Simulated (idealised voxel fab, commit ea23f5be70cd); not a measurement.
Herein follows the process module entitled voxel wiring stack.
FYI the section here is cut, 280 nm wide, cells are 5 nm squares.
In what follows, cross-sections appear as grids of square cells, described through bands that run from the top down, where every band is one or more rows of cells.
Per band: top height and bottom height in nm, followed by the left-to-right materials and their widths in nm; "all across" marks a single material spanning edge to edge, "empty" marks empty space.
We count height from 0. Below that, the starting wafer is all one material. The lowest band never ends at the bottom but goes on down; see "0 nm and below" for how that is written.
Think of "30..40" as a width that walks from the first number to the second as you go down the band, top row to bottom row, taking equal-sized steps from row to row.
"no alteration" for a step: no cell of the cross-section changed in that step.
"Closed voids list" contains a list of empty spaces, each no smaller than 8 cells and without an open way to the top, written in the form width x height at distance with the distance from the left edge and all three in nm.
after a step's settings: what the simulator itself notes on the step
On any step carrying a mask, the "overlay nm" setting, if present on the step's line, tells how far right of its planned place the mask lay; negative values point to the left.
# Process steps (planned)
| 1 | op RECEIVE | material Si |
| 2 | op CONFORMAL_DEP | material SiO2 | thk nm 10 |
| 3 | op CONFORMAL_DEP | material SiN | thk nm 5 |
| 4 | op DIRECTIONAL_DEP | material lowk | thk nm 15 |
| 5 | op PATTERN | tone open | mask id METAL_1 | material resist | width nm 20 | pitch nm 35 | thk nm 15 | overlay nm 0 |
| 6 | op DIRECTIONAL_ETCH | etch materials lowk | depth nm 15 |
| 7 | op DIRECTIONAL_ETCH | etch materials SiN | depth nm 5 |
| 8 | op STRIP | etch materials resist |
| 9 | op CONFORMAL_DEP | material TiN | thk nm 5 |
| 10 | op FILL_DEP | material Ru | thk nm 5 |
| 11 | op CMP | height nm 30 |
| 12 | op CONFORMAL_DEP | material SiCN | thk nm 5 |
| 13 | op DIRECTIONAL_DEP | material lowk | thk nm 30 |
| 14 | op PATTERN | tone open | mask id METAL_2_HOLES | material resist | width nm 15 | pitch nm 35 | thk nm 20 | overlay nm 0 |
| 15 | op DIRECTIONAL_ETCH | etch materials lowk | depth nm 30 |
| 16 | op STRIP | etch materials resist |
| 17 | op DIRECTIONAL_DEP | material aC | thk nm 10 |
| 18 | op PATTERN | tone open | mask id METAL_2 | material resist | width nm 20 | pitch nm 35 | thk nm 30 | overlay nm 0 |
| 19 | op DIRECTIONAL_ETCH | etch materials aC | depth nm 10 |
| 20 | op STRIP | etch materials resist |
| 21 | op DIRECTIONAL_ETCH | etch materials lowk | depth nm 20 |
| 22 | op DIRECTIONAL_ETCH | etch materials SiCN | depth nm 5 |
| 23 | op STRIP | etch materials aC |
| 24 | op CONFORMAL_DEP | material TiN | thk nm 5 |
| 25 | op FILL_DEP | material Cu | thk nm 10 |
| 26 | op CMP | height nm 65 |
| 27 | op CONFORMAL_DEP | material SiCN | thk nm 5 |
| 28 | op DIRECTIONAL_DEP | material SiO2 | thk nm 15 |
| 29 | op MASKED_ETCH | tone open | mask id PLUG_2 | width nm 15 | pitch nm 35 | etch materials SiO2 | depth nm 15 | overlay nm 0 |
| 30 | op MASKED_ETCH | tone open | mask id PLUG_2 | width nm 15 | pitch nm 35 | etch materials SiCN | depth nm 5 | overlay nm 0 |
| 31 | op CONFORMAL_DEP | material TiN | thk nm 5 |
| 32 | op FILL_DEP | material W | thk nm 5 |
| 33 | op CMP | height nm 85 |
| 34 | op CONFORMAL_DEP | material SiN | thk nm 5 |
| 35 | op DIRECTIONAL_DEP | material SiO2 | thk nm 15 |
| 36 | op MASKED_ETCH | tone open | mask id METAL_3 | width nm 20 | pitch nm 35 | etch materials SiO2 | depth nm 15 | overlay nm 0 |
| 37 | op MASKED_ETCH | tone open | mask id METAL_3 | width nm 20 | pitch nm 35 | etch materials SiN | depth nm 5 | overlay nm 0 |
| 38 | op CONFORMAL_DEP | material TiN | thk nm 5 |
| 39 | op FILL_DEP | material Ru | thk nm 10 |
| 40 | op CMP | height nm 105 |
| 41 | op CONFORMAL_DEP | material SiCN | thk nm 5 |
| 42 | op DIRECTIONAL_DEP | material lowk | thk nm 30 |
| 43 | op MASKED_ETCH | tone open | mask id METAL_4 | width nm 20 | pitch nm 35 | etch materials lowk | depth nm 15 | overlay nm 0 |
| 44 | op MASKED_ETCH | tone open | mask id METAL_4_HOLES | width nm 15 | pitch nm 70 | etch materials lowk | depth nm 15 | overlay nm 0 |
| 45 | op MASKED_ETCH | tone open | mask id METAL_4_HOLES | width nm 15 | pitch nm 70 | etch materials SiCN | depth nm 5 | overlay nm 0 |
| 46 | op CONFORMAL_DEP | material TiN | thk nm 5 |
| 47 | op FILL_DEP | material Ru | thk nm 5 |
| 48 | op CMP | height nm 140 |
| 49 | op CONFORMAL_DEP | material SiN | thk nm 5 |
# Cross-section of the wafer upon arrival, representing the state reached after step 1
  0 nm and below: Si all across
  Closed voids list: none
# The plan above was carried out on the starting structure above with one mistake, and this cross-section shows the wafer at the end of the module
  145 nm to 140 nm: SiN all across
  140 nm to 130 nm: 95 nm lowk / 5 nm TiN / 10 nm Ru / 5 nm TiN / 15 nm lowk / 5 nm TiN / 10 nm Ru / 5 nm TiN / 15 nm lowk / 5 nm TiN / 10 nm Ru / 5 nm TiN / 95 nm lowk
  130 nm to 125 nm: 95 nm lowk / 5 nm TiN / 5 nm Ru / 10 nm TiN / 15 nm lowk / 20 nm TiN / 15 nm lowk / 5 nm TiN / 5 nm Ru / 10 nm TiN / 95 nm lowk
  125 nm to 110 nm: 95 nm lowk / 5 nm TiN / 5 nm Ru / 5 nm TiN / 55 nm lowk / 5 nm TiN / 5 nm Ru / 5 nm TiN / 100 nm lowk
  110 nm to 105 nm: 95 nm SiCN / 15 nm TiN / 55 nm SiCN / 15 nm TiN / 100 nm SiCN
  105 nm to 90 nm: 95 nm SiO2 / 5 nm TiN / 10 nm Ru / 5 nm TiN / 15 nm SiO2 / 5 nm TiN / 10 nm Ru / 5 nm TiN / 15 nm SiO2 / 5 nm TiN / 10 nm Ru / 5 nm TiN / 95 nm SiO2
  90 nm to 85 nm: 95 nm SiN / 20 nm TiN / 15 nm SiN / 20 nm TiN / 15 nm SiN / 20 nm TiN / 95 nm SiN
  85 nm to 70 nm: 95 nm SiO2 / 5 nm TiN / 5 nm W / 5 nm TiN / 20 nm SiO2 / 5 nm TiN / 5 nm W / 5 nm TiN / 20 nm SiO2 / 5 nm TiN / 5 nm W / 5 nm TiN / 100 nm SiO2
  70 nm to 65 nm: 95 nm SiCN / 15 nm TiN / 20 nm SiCN / 15 nm TiN / 20 nm SiCN / 15 nm TiN / 100 nm SiCN
  65 nm to 50 nm: 95 nm lowk / 5 nm TiN / 10 nm Cu / 5 nm TiN / 15 nm lowk / 5 nm TiN / 10 nm Cu / 5 nm TiN / 15 nm lowk / 5 nm TiN / 10 nm Cu / 5 nm TiN / 95 nm lowk
  50 nm to 45 nm: 95 nm lowk / 5 nm TiN / 5 nm Cu / 10 nm TiN / 15 nm lowk / 5 nm TiN / 5 nm Cu / 10 nm TiN / 15 nm lowk / 5 nm TiN / 5 nm Cu / 10 nm TiN / 95 nm lowk
  45 nm to 35 nm: 95 nm lowk / 5 nm TiN / 5 nm Cu / 5 nm TiN / 20 nm lowk / 5 nm TiN / 5 nm Cu / 5 nm TiN / 20 nm lowk / 5 nm TiN / 5 nm Cu / 5 nm TiN / 100 nm lowk
  35 nm to 30 nm: 95 nm SiCN / 15 nm TiN / 20 nm SiCN / 15 nm TiN / 20 nm SiCN / 15 nm TiN / 100 nm SiCN
  30 nm to 25 nm: 100 nm TiN / 10 nm Ru / 25 nm TiN / 10 nm Ru / 25 nm TiN / 10 nm Ru / 100 nm TiN
  25 nm to 15 nm: 95 nm lowk / 5 nm TiN / 10 nm Ru / 5 nm TiN / 15 nm lowk / 5 nm TiN / 10 nm Ru / 5 nm TiN / 15 nm lowk / 5 nm TiN / 10 nm Ru / 5 nm TiN / 95 nm lowk
  15 nm to 10 nm: 95 nm lowk / 20 nm TiN / 15 nm lowk / 20 nm TiN / 15 nm lowk / 20 nm TiN / 95 nm lowk
  10 nm to 0 nm: SiO2 all across
  0 nm and below: Si all across
  Closed voids list: none
The mistake made against the process plan was this: step 3 of the plan was omitted and not executed
